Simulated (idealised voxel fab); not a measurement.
The process module that follows is named voxel gate over fins.
The figure presents cross-section cut, which has a width of 200 nm and is divided into square cells with an edge length of 5 nm.
This document writes a cross-section as a grid whose cells are square, and gives it as bands, listed from the top down; one or more rows of cells form a band.
Look at the band entry: it leads with the top's height and the bottom's height in nm. Then it lists the materials left to right, with a width in nm for each. The word "edge to edge" on a single material says that material fills the band edge to edge. The word "air" is empty space.
Heights are expressed relative to 0, this being the level below which the as-received wafer comprises one material exclusively. The lowest band is unbounded in the downward direction and is denoted as in "0 nm and below".
The expression "30 to 40" gives the width at the extremes of the band, the first number at its top row of cells and the second at its bottom row, with the width changing by equal amounts from each row to the next in between.
Reading "remained unchanged" for a step: not a cell of the cross-section changed in it.
Closed-off voids of 8+ cells (no open route to the top) go in "Closed void table", written width x height at distance from the left edge, in nm.
It should be noted that, on the line of a given step, the content following the step's settings is a remark produced by the simulator itself with respect to that step.
On any step carrying a mask, the "overlay nm" setting, if present on the step's line, tells how far right of its planned place the mask lay; negative values point to the left.
### The following list gives the planned process steps
1 op RECEIVE | material Si
2 op CONFORMAL_DEP | material SiN | thk nm 10
3 op DIRECTIONAL_DEP | material aC | thk nm 15
4 op PATTERN | tone cover | mask id FINS | material resist | width nm 15 | pitch nm 40 | thk nm 35 | overlay nm 0
5 op DIRECTIONAL_ETCH | etch materials aC | depth nm 15
6 op STRIP | etch materials resist
7 op DIRECTIONAL_ETCH | etch materials SiN | depth nm 10
8 op DIRECTIONAL_ETCH | etch materials Si | depth nm 35
9 op STRIP | etch materials aC
10 op OXIDIZE | depth nm 5
11 op FILL_DEP | material SiO2 | thk nm 15
12 op CMP | height nm 10
13 op SELECTIVE_ETCH | etch materials SiO2 | depth nm 25
14 op STRIP | etch materials SiN
15 op CONFORMAL_DEP | material HfO2 | thk nm 5
16 op CONFORMAL_DEP | material TiN | thk nm 5
17 op CONFORMAL_DEP | material TiAl | thk nm 5
18 op CONFORMAL_DEP | material TiN | thk nm 5
19 op FILL_DEP | material W | thk nm 10
20 op CMP | height nm 25
21 op CONFORMAL_DEP | material SiCN | thk nm 5
### Cross-section of the wafer at receipt, which is the condition after step 1
0 nm and below  Si edge to edge
Closed void table: none
### Cross-sectional result after module completion. Note: starting condition and plan are unchanged from above; one processing mistake was made
30 nm to 25 nm  SiCN edge to edge
25 nm to 20 nm  W edge to edge
20 nm to 15 nm  W 35 nm, then TiN 125 nm, then W 40 nm
15 nm to 10 nm  W 35 nm, then TiN 5 nm, then TiAl 35 nm, then TiN 5 nm, then TiAl 35 nm, then TiN 5 nm, then TiAl 35 nm, then TiN 5 nm, then W 40 nm
10 nm to 5 nm  W 35 nm, then TiN 5 nm, then TiAl 5 nm, then TiN 25 nm, then TiAl 5 nm, then TiN 5 nm, then TiAl 5 nm, then TiN 25 nm, then TiAl 5 nm, then TiN 5 nm, then TiAl 5 nm, then TiN 25 nm, then TiAl 5 nm, then TiN 5 nm, then W 40 nm
5 nm to 0 nm  W 35 nm, then TiN 5 nm, then TiAl 5 nm, then TiN 5 nm, then HfO2 15 nm, then TiN 5 nm, then TiAl 5 nm, then TiN 5 nm, then TiAl 5 nm, then TiN 5 nm, then HfO2 15 nm, then TiN 5 nm, then TiAl 5 nm, then TiN 5 nm, then TiAl 5 nm, then TiN 5 nm, then HfO2 15 nm, then TiN 5 nm, then TiAl 5 nm, then TiN 5 nm, then W 40 nm
0 nm to -20 nm  W 35 nm, then TiN 5 nm, then TiAl 5 nm, then TiN 5 nm, then HfO2 5 nm, then Si 5 nm, then HfO2 5 nm, then TiN 5 nm, then TiAl 5 nm, then TiN 5 nm, then TiAl 5 nm, then TiN 5 nm, then HfO2 5 nm, then Si 5 nm, then HfO2 5 nm, then TiN 5 nm, then TiAl 5 nm, then TiN 5 nm, then TiAl 5 nm, then TiN 5 nm, then HfO2 5 nm, then Si 5 nm, then HfO2 5 nm, then TiN 5 nm, then TiAl 5 nm, then TiN 5 nm, then W 40 nm
-20 nm to -25 nm  TiN 40 nm, then TiAl 5 nm, then TiN 5 nm, then HfO2 5 nm, then Si 5 nm, then HfO2 5 nm, then TiN 5 nm, then TiAl 5 nm, then TiN 5 nm, then TiAl 5 nm, then TiN 5 nm, then HfO2 5 nm, then Si 5 nm, then HfO2 5 nm, then TiN 5 nm, then TiAl 5 nm, then TiN 5 nm, then TiAl 5 nm, then TiN 5 nm, then HfO2 5 nm, then Si 5 nm, then HfO2 5 nm, then TiN 5 nm, then TiAl 5 nm, then TiN 45 nm
-25 nm to -30 nm  TiAl 45 nm, then TiN 5 nm, then HfO2 5 nm, then Si 5 nm, then HfO2 5 nm, then TiN 5 nm, then TiAl 15 nm, then TiN 5 nm, then HfO2 5 nm, then Si 5 nm, then HfO2 5 nm, then TiN 5 nm, then TiAl 15 nm, then TiN 5 nm, then HfO2 5 nm, then Si 5 nm, then HfO2 5 nm, then TiN 5 nm, then TiAl 50 nm
-30 nm to -35 nm  TiN 50 nm, then HfO2 5 nm, then Si 5 nm, then HfO2 5 nm, then TiN 25 nm, then HfO2 5 nm, then Si 5 nm, then HfO2 5 nm, then TiN 25 nm, then HfO2 5 nm, then Si 5 nm, then HfO2 5 nm, then TiN 55 nm
-35 nm to -40 nm  HfO2 55 nm, then Si 5 nm, then HfO2 35 nm, then Si 5 nm, then HfO2 35 nm, then Si 5 nm, then HfO2 60 nm
-40 nm and below  Si edge to edge
Closed void table: none
Deviation from plan: the plan had its step 13 run twice
